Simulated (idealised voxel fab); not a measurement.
Process module in this document: voxel self aligned contacts
Displayed cross-section: cut, width of 235 nm, square cells sized 5 nm.
A cross-section in this document is a grid of square cells, and it is written down as bands, the top band listed before the ones below it; a band is made up of one or more rows of cells. Quick guide to a band line: top height, bottom height (nm) up front; then every material left to right with its width in nm. Only one material and it's marked "full width"? Then it fills the band edge to edge. And "empty" just means empty space. Heights from 0 (as-received wafer is one material below). Bottom band endless downward, as "0 and below". The expression "30..40" gives the width at the extremes of the band, the first number at its top row of cells and the second at its bottom row, with the width changing by equal amounts from each row to the next in between. Where the words "nothing different" appear for a step, the cross-section shows no cell changed by that step; every cell remained as before. Listed in "Sealed void list": every empty space of 8 or more cells without an open way to the top. Form: width x height at distance, the distance being from the left edge, all in nm. Text after the settings on a step's line: the simulator's own remark on that step. overlay nm: step with mask; distance mask lay right of planned place; negative value = left of planned place.
Process steps - plan
1: RECEIVE [material Si]
2: OXIDIZE [depth nm 5]
3: DIRECTIONAL_DEP [material polySi] [thk nm 25]
4: DIRECTIONAL_DEP [material SiN] [thk nm 15]
5: PATTERN [tone cover] [mask id GATE] [material resist] [width nm 25] [pitch nm 50] [thk nm 20] [overlay nm 0]
6: DIRECTIONAL_ETCH [etch materials SiN] [depth nm 15]
7: DIRECTIONAL_ETCH [etch materials polySi] [depth nm 25]
8: STRIP [etch materials resist]
9: CONFORMAL_DEP [material SiN] [thk nm 5]
10: DIRECTIONAL_ETCH [etch materials SiN] [depth nm 5]
11: FILL_DEP [material SiO2] [thk nm 20]
12: CMP [height nm 50]
13: DIRECTIONAL_DEP [material aC] [thk nm 10]
14: PATTERN [tone open] [mask id CONTACT] [material resist] [width nm 35] [pitch nm 50] [thk nm 30] [overlay nm 0]
15: DIRECTIONAL_ETCH [etch materials aC] [depth nm 10]
16: STRIP [etch materials resist]
17: DIRECTIONAL_ETCH [etch materials SiO2] [depth nm 55]
18: STRIP [etch materials aC]
19: CONFORMAL_DEP [material TiN] [thk nm 5]
20: FILL_DEP [material Ru] [thk nm 10]
21: CMP [height nm 50]
22: CONFORMAL_DEP [material SiCN] [thk nm 5]
Received-state cross-section, reflecting completion of step 1
  0 and below = Si full width
  Sealed void list: none
First wafer of two, sectioned at end of module; run went per plan
  55 down to 50 = SiCN full width
  50 down to 40 = SiO2 75 nm; TiN 5..15 nm; Ru 25..5 nm; TiN 5..15 nm; SiO2 15 nm; TiN 5..15 nm; Ru 25..5 nm; TiN 5..15 nm; SiO2 75 nm
  40 down to 25 = SiO2 50 nm; SiN 35 nm; TiN 5 nm; Ru 5 nm; TiN 5 nm; SiN 35 nm; TiN 5 nm; Ru 5 nm; TiN 5 nm; SiN 35 nm; SiO2 50 nm
  25 down to 0 = SiO2 50 nm; SiN 5 nm; polySi 25 nm; SiN 5 nm; TiN 5 nm; Ru 5 nm; TiN 5 nm; SiN 5 nm; polySi 25 nm; SiN 5 nm; TiN 5 nm; Ru 5 nm; TiN 5 nm; SiN 5 nm; polySi 25 nm; SiN 5 nm; SiO2 50 nm
  0 down to -5 = SiO2 85 nm; TiN 15 nm; SiO2 35 nm; TiN 15 nm; SiO2 85 nm
  -5 and below = Si full width
  Sealed void list: none
End of module, second wafer, cross-section. Started like the first, planned like the first, run with one mistake
  55 down to 50 = SiCN full width
  50 down to 40 = SiO2 80 nm; TiN 5..10 nm; Ru 20..5 nm; TiN 5..15 nm; SiO2 20 nm; TiN 5..10 nm; Ru 20..5 nm; TiN 5..15 nm; SiO2 75 nm
  40 down to 25 = SiO2 50 nm; SiN 35 nm; TiN 5 nm; Ru 5 nm; TiN 5 nm; SiN 35 nm; TiN 5 nm; Ru 5 nm; TiN 5 nm; SiN 35 nm; SiO2 50 nm
  25 down to 0 = SiO2 50 nm; SiN 5 nm; polySi 25 nm; SiN 5 nm; TiN 5 nm; Ru 5 nm; TiN 5 nm; SiN 5 nm; polySi 25 nm; SiN 5 nm; TiN 5 nm; Ru 5 nm; TiN 5 nm; SiN 5 nm; polySi 25 nm; SiN 5 nm; SiO2 50 nm
  0 down to -5 = SiO2 85 nm; TiN 15 nm; SiO2 35 nm; TiN 15 nm; SiO2 85 nm
  -5 and below = Si full width
  Sealed void list: none
So what did we get wrong on this run? not per plan at step 14, really ran PATTERN [tone open] [mask id CONTACT] [material resist] [width nm 30] [pitch nm 50] [thk nm 30] [overlay nm 0]
Per the end-of-run cell counts, the second wafer holds more or fewer of some materials than the first: Ru: 2 fewer, SiO2: 4 more, TiN: 2 fewer
